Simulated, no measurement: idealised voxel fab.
You're looking at the process module voxel self aligned contacts.
260 nm wide, 5 nm square cells: that's cross-section cut.
When this document writes out a cross-section, it uses a grid of square cells and lists it as bands, beginning at the top and moving down, with a band standing for one or more rows of cells. Basically the band line says how high the top is and how high the bottom is, in nm, and then what's in it from left to right, every material with its width in nm. Empty space shows up as "empty", and if a single material carries "all across" it runs the full band edge to edge. Beneath 0, the wafer as received is one material, and that level is where height counting begins. The lowest band goes on downward without a bottom; it is written like "0 down". Quick explanation for "30 to 40": the width changes in equal steps down the rows of cells, from the first number in the band's top row to the second number in its bottom row. The cross-section has no changed cell in any step marked "no change". "Encapsulated voids" specifies each empty space that is not open to the top and that occupies no fewer than 8 cells, using the form width x height at distance, the distance measured from the left edge and all three quantities in nm. What comes after the settings on a step's line is commentary from the simulator itself on that step. Each step line may optionally specify "overlay nm", which for a step with a mask gives the rightward distance between the mask's planned place and where it lay, a negative value indicating the leftward direction.
## This section lists the process steps that were planned
1,op RECEIVE | material Si
2,op OXIDIZE | depth nm 5
3,op DIRECTIONAL_DEP | material polySi | thk nm 30
4,op DIRECTIONAL_DEP | material SiN | thk nm 25
5,op PATTERN | tone cover | mask id GATE | material resist | width nm 25 | pitch nm 70 | thk nm 15 | overlay nm 0
6,op DIRECTIONAL_ETCH | etch materials SiN | depth nm 25
7,op DIRECTIONAL_ETCH | etch materials polySi | depth nm 30
8,op STRIP | etch materials resist
9,op CONFORMAL_DEP | material SiN | thk nm 10
10,op DIRECTIONAL_ETCH | etch materials SiN | depth nm 10
11,op FILL_DEP | material SiO2 | thk nm 15
12,op CMP | height nm 65
13,op MASKED_ETCH | tone open | mask id CONTACT | width nm 55 | pitch nm 70 | etch materials SiO2 | depth nm 70 | overlay nm 0
14,op CONFORMAL_DEP | material TiN | thk nm 5
15,op FILL_DEP | material W | thk nm 10
16,op CMP | height nm 65
17,op CONFORMAL_DEP | material SiN | thk nm 5
## Cross-section of the wafer at receipt, which is the condition after step 1
* 0 down | Si all across
* Encapsulated voids: none
## First of two wafers at the end of the module, shown in cross-section; run carried out as planned
* 70 to 65 | SiN all across
* 65 to 55 | SiO2=65 / TiN=5 to 20 / W=45 to 15 / TiN=5 to 20 / SiO2=15 / TiN=5 to 20 / W=45 to 15 / TiN=5 to 20 / SiO2=70
* 55 to 30 | SiO2=35 / SiN=45 / TiN=5 / W=15 / TiN=5 / SiN=45 / TiN=5 / W=15 / TiN=5 / SiN=45 / SiO2=40
* 30 to 0 | SiO2=35 / SiN=10 / polySi=25 / SiN=10 / TiN=5 / W=15 / TiN=5 / SiN=10 / polySi=25 / SiN=10 / TiN=5 / W=15 / TiN=5 / SiN=10 / polySi=25 / SiN=10 / SiO2=40
* 0 to -5 | SiO2=80 / TiN=25 / SiO2=45 / TiN=25 / SiO2=85
* -5 down | Si all across
* Encapsulated voids: none
## Wafer two (of two), end-of-module cross-section: start = wafer one, plan = wafer one, one run mistake
* 70 to 65 | SiN all across
* 65 to 60 | SiO2=65 / TiN=5 / W=45 / TiN=5 / SiO2=15 / TiN=5 / W=45 / TiN=5 / SiO2=70
* 60 to 55 | SiO2=65 / TiN=55 / SiO2=15 / TiN=55 / SiO2=70
* 55 to 30 | SiN=55 / SiO2=5 / SiN=65 / SiO2=5 / SiN=65 / SiO2=5 / SiN=60
* 30 to 0 | polySi=45 / SiN=10 / SiO2=5 / SiN=10 / polySi=45 / SiN=10 / SiO2=5 / SiN=10 / polySi=45 / SiN=10 / SiO2=5 / SiN=10 / polySi=50
* 0 to -5 | SiO2 all across
* -5 down | Si all across
* Encapsulated voids: none
What was the processing mistake? rather than as planned, step 5 actually ran as op PATTERN | tone open | mask id GATE | material resist | width nm 25 | pitch nm 70 | thk nm 15 | overlay nm 0
Wrapping up, a cell-based count of both wafers puts the second over or under the first for these materials: SiN +110, SiO2 -122, TiN -48, W -72, polySi +132
